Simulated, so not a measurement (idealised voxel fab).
Proc. module: voxel self aligned contacts
Section cut is 230 nm wide and gridded with 5 nm square cells.
Reading order for cross-sections: top band down to bottom band. Underlying form: a grid of square cells. Band size: one or more rows of cells. For a band, the entry starts with two heights in nm, that of the top and then that of the bottom, and carries on with the band's materials in order from left to right, each alongside its width in nm; the word "everywhere" beside a single material means it fills the band edge to edge, and "empty" means empty space. Zero point of the height axis is 0; under it, received wafer = one material. Lowest band: continues down indefinitely, "0 -> down". Width "30..40": first value at the band's top row of cells, second value at its bottom row, equal change from row to row. "left unchanged" -> step changed no cross-section cell. Listed in "Cavities, closed": every empty space of 8 or more cells without an open way to the top. Form: width x height at distance, the distance being from the left edge, all in nm. That trailing text on a step's line, after the settings, is the simulator's own remark on the step. For masked steps, "overlay nm" on the step line gives how far right of plan the mask actually lay; a minus sign means it lay to the left.

# Process steps - plan
1 RECEIVE [material Si]
2 OXIDIZE [depth nm 5]
3 DIRECTIONAL_DEP [material polySi] [thk nm 30]
4 DIRECTIONAL_DEP [material SiN] [thk nm 20]
5 PATTERN [tone cover] [mask id GATE] [material resist] [width nm 35] [pitch nm 70] [thk nm 20] [overlay nm 0]
6 DIRECTIONAL_ETCH [etch materials SiN] [depth nm 20]
7 DIRECTIONAL_ETCH [etch materials polySi] [depth nm 30]
8 STRIP [etch materials resist]
9 CONFORMAL_DEP [material SiN] [thk nm 5]
10 DIRECTIONAL_ETCH [etch materials SiN] [depth nm 5]
11 FILL_DEP [material SiO2] [thk nm 20]
12 CMP [height nm 60]
13 MASKED_ETCH [tone open] [mask id CONTACT] [width nm 55] [etch materials SiO2] [depth nm 65] [overlay nm 0]
14 CONFORMAL_DEP [material TiN] [thk nm 5]
15 FILL_DEP [material W] [thk nm 5]
16 CMP [height nm 60]
17 CONFORMAL_DEP [material SiN] [thk nm 5]

# Wafer cross-section on receipt, i.e. after step 1
* 0 -> down: Si everywhere
* Cavities, closed: none

# Cross-sectional image of the first of two wafers at the end of the module, the run having proceeded as planned
* 65 -> 60: SiN everywhere
* 60 -> 50: 85 nm SiO2, then 5..20 nm TiN, then 45..15 nm W, then 5..20 nm TiN, then 90 nm SiO2
* 50 -> 30: 55 nm SiO2, then 45 nm SiN, then 5 nm TiN, then 15 nm W, then 5 nm TiN, then 45 nm SiN, then 60 nm SiO2
* 30 -> 0: 55 nm SiO2, then 5 nm SiN, then 35 nm polySi, then 5 nm SiN, then 5 nm TiN, then 15 nm W, then 5 nm TiN, then 5 nm SiN, then 35 nm polySi, then 5 nm SiN, then 60 nm SiO2
* 0 -> -5: 100 nm SiO2, then 25 nm TiN, then 105 nm SiO2
* -5 -> down: Si everywhere
* Cavities, closed: none

# Wafer two cross-section, module end. Start and plan unchanged from wafer one; one mistake made during the run
* 65 -> 60: SiN everywhere
* 60 -> 50: 85 nm SiO2, then 5..20 nm TiN, then 45..15 nm W, then 5..20 nm TiN, then 90 nm SiO2
* 50 -> 30: 55 nm SiO2, then 45 nm SiN, then 5 nm TiN, then 15 nm W, then 5 nm TiN, then 45 nm SiN, then 60 nm SiO2
* 30 -> 5: 55 nm SiO2, then 5 nm SiN, then 35 nm polySi, then 5 nm SiN, then 5 nm TiN, then 15 nm W, then 5 nm TiN, then 5 nm SiN, then 35 nm polySi, then 5 nm SiN, then 60 nm SiO2
* 5 -> 0: 55 nm SiO2, then 5 nm SiN, then 35 nm polySi, then 5 nm SiN, then 25 nm TiN, then 5 nm SiN, then 35 nm polySi, then 5 nm SiN, then 60 nm SiO2
* 0 -> down: Si everywhere
* Cavities, closed: none
Deviation from plan: step 2 of the plan never got run, it was skipped over
Final comparison by cell count, materials where the second wafer has more or fewer than the first: +46 Si, -41 SiO2, -2 TiN, -3 W
